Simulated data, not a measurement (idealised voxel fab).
process module | voxel released beams
cross-section cut | 250 nm wide | cells 5 nm
A cross-section is a grid of square cells, given in bands from the top down. A band is one or more rows of cells.
Each band's line starts with the height of the band's top and of its bottom, in nm. Then come its materials from left to right, each with its width in nm. One material with "throughout" fills the band from edge to edge. "air" is empty space.
Height 0 is the level under which the wafer as received is all one material. The lowest band goes on downwards, as in "0 down".
A width such as "30 to 40" changes by the same amount from each row of cells to the next, from the band's top row to its bottom row.
"no change" after a step means that no cell of the cross-section changed.
closed voids: empty space of 8 cells or more with no open way to the top, each as width x height at its distance from the left edge, in nm
after a step's settings: what the simulator itself notes on the step
overlay nm, on a step with a mask: how far to the right of its planned place the mask lay; to the left if negative
plan
1 op RECEIVE | material Si
2 op CONFORMAL_DEP | material SiN | thk nm 10
3 op DIRECTIONAL_DEP | material SiO2 | thk nm 15
4 op MASKED_ETCH | tone open | mask id ANCHOR | width nm 35 | etch materials SiO2 | depth nm 15 | overlay nm 0
5 op CONFORMAL_DEP | material W | thk nm 15
6 op PATTERN | tone cover | mask id BEAM | material resist | width nm 110 | thk nm 15 | overlay nm 0
7 op DIRECTIONAL_ETCH | etch materials W | depth nm 15
8 op STRIP | etch materials resist
9 op STRIP | etch materials SiO2
first wafer, as planned
as received, after step 1
  0 down: Si throughout
  closed voids: none
after step 2
  10 to 0: SiN throughout
  below 0: unchanged
after step 3
  25 to 10: SiO2 throughout
  below 10: unchanged
after step 4
  25 to 10: SiO2 70 | air 35 | SiO2 145
  below 10: unchanged
after step 5
  40 to 25: W 85 | air 5 | W 160
  25 to 10: SiO2 70 | W 35 | SiO2 145
  below 10: unchanged
after step 6
  55 to 40: air 65 | resist 110 | air 75
  40 to 25: W 85 | resist 5 | W 160
  below 25: unchanged
after step 7
  55 to 40: air 65 | resist 110 | air 75
  40 to 25: air 65 | W 20 | resist 5 | W 85 | air 75
  below 25: unchanged
after step 8
  40 to 25: air 65 | W 20 | air 5 | W 85 | air 75
  below 25: unchanged
after step 9
  40 to 25: air 65 | W 20 | air 5 | W 85 | air 75
  25 to 10: air 70 | W 35 | air 145
  below 10: unchanged
second wafer: like start, like plan, one mistake. Through step 1 it matches the first wafer
when step 2 should have ended
  15 to 0: SiO2 throughout
  below 0: unchanged
when step 3 should have ended
  25 to 15: SiN throughout
  below 15: unchanged
when step 4 should have ended: no change
when step 5 should have ended
  40 to 25: W throughout
  below 25: unchanged
when step 6 should have ended
  55 to 40: air 65 | resist 110 | air 75
  below 40: unchanged
when step 7 should have ended
  55 to 40: air 65 | resist 110 | air 75
  40 to 25: air 65 | W 110 | air 75
  below 25: unchanged
when step 8 should have ended
  40 to 25: air 65 | W 110 | air 75
  below 25: unchanged
when step 9 should have ended: no change
what went wrong: steps 2 and 3 were swapped
at the end the second wafer has, in cells: 150 more of SiO2 | 18 fewer of W
